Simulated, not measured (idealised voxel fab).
process module | voxel released beams
cross-section cut | 250 nm wide | cells 5 nm
A cross-section is a grid of square cells, given in bands from the top down. A band is one or more rows of cells.
Each band's line starts with the height of the band's top and of its bottom, in nm. Then come its materials from left to right, each with its width in nm. One material with "throughout" fills the band from edge to edge. "air" is empty space.
Height 0 is the level under which the wafer as received is all one material. The lowest band goes on downwards, as in "0 down".
A width such as "30 to 40" changes by the same amount from each row of cells to the next, from the band's top row to its bottom row.
"no change" after a step means that no cell of the cross-section changed.
closed voids: empty space of 8 cells or more with no open way to the top, each as width x height at its distance from the left edge, in nm
after a step's settings: what the simulator itself notes on the step
overlay nm, on a step with a mask: how far to the right of its planned place the mask lay; to the left if negative
plan
1 op RECEIVE | material Si
2 op CONFORMAL_DEP | material Al2O3 | thk nm 10
3 op DIRECTIONAL_DEP | material SiO2 | thk nm 15
4 op DIRECTIONAL_DEP | material aC | thk nm 15
5 op PATTERN | tone open | mask id ANCHOR | material resist | width nm 35 | thk nm 35 | overlay nm 0
6 op DIRECTIONAL_ETCH | etch materials aC | depth nm 15
7 op STRIP | etch materials resist
8 op DIRECTIONAL_ETCH | etch materials SiO2 | depth nm 15
9 op STRIP | etch materials aC
10 op CONFORMAL_DEP | material W | thk nm 10
11 op DIRECTIONAL_DEP | material aC | thk nm 10
12 op PATTERN | tone cover | mask id BEAM | material resist | width nm 95 | thk nm 25 | overlay nm 0
13 op DIRECTIONAL_ETCH | etch materials aC | depth nm 10
14 op STRIP | etch materials resist
15 op DIRECTIONAL_ETCH | etch materials W | depth nm 5
16 op STRIP | etch materials aC
17 op STRIP | etch materials SiO2
varied across the wafers: depth nm of step 15. The plan shows the first wafer's value. All wafers start alike
first wafer as received, after step 1
  0 down: Si throughout
  closed voids: none
first wafer at the end, after step 17
  35 to 30: air 75 | W 15 | air 15 | W 65 | air 80
  30 to 25: W 90 | air 15 | W 145
  25 to 20: SiO2 80 | W 10 | air 15 | W 10 | SiO2 135
  20 to 10: SiO2 80 | W 35 | SiO2 135
  10 to 0: Al2O3 throughout
  0 down: Si throughout
  closed voids: none
last wafer at the end
  35 to 25: air 75 | W 15 | air 15 | W 65 | air 80
  25 to 20: air 80 | W 10 | air 15 | W 10 | air 135
  20 to 10: air 80 | W 35 | air 135
  10 to 0: Al2O3 throughout
  0 down: Si throughout
  closed voids: none
each wafer at the end: cells of each material gained (+) or lost (-) since it was received, then its closed voids
depth nm 5 | +100 Al2O3 | +129 SiO2 | +81 W | closed voids: none
depth nm 10 | +100 Al2O3 | +50 W | closed voids: none
depth nm 15 | +100 Al2O3 | +50 W | closed voids: none
depth nm 20 | +100 Al2O3 | +50 W | closed voids: none
depth nm 25 | +100 Al2O3 | +50 W | closed voids: none
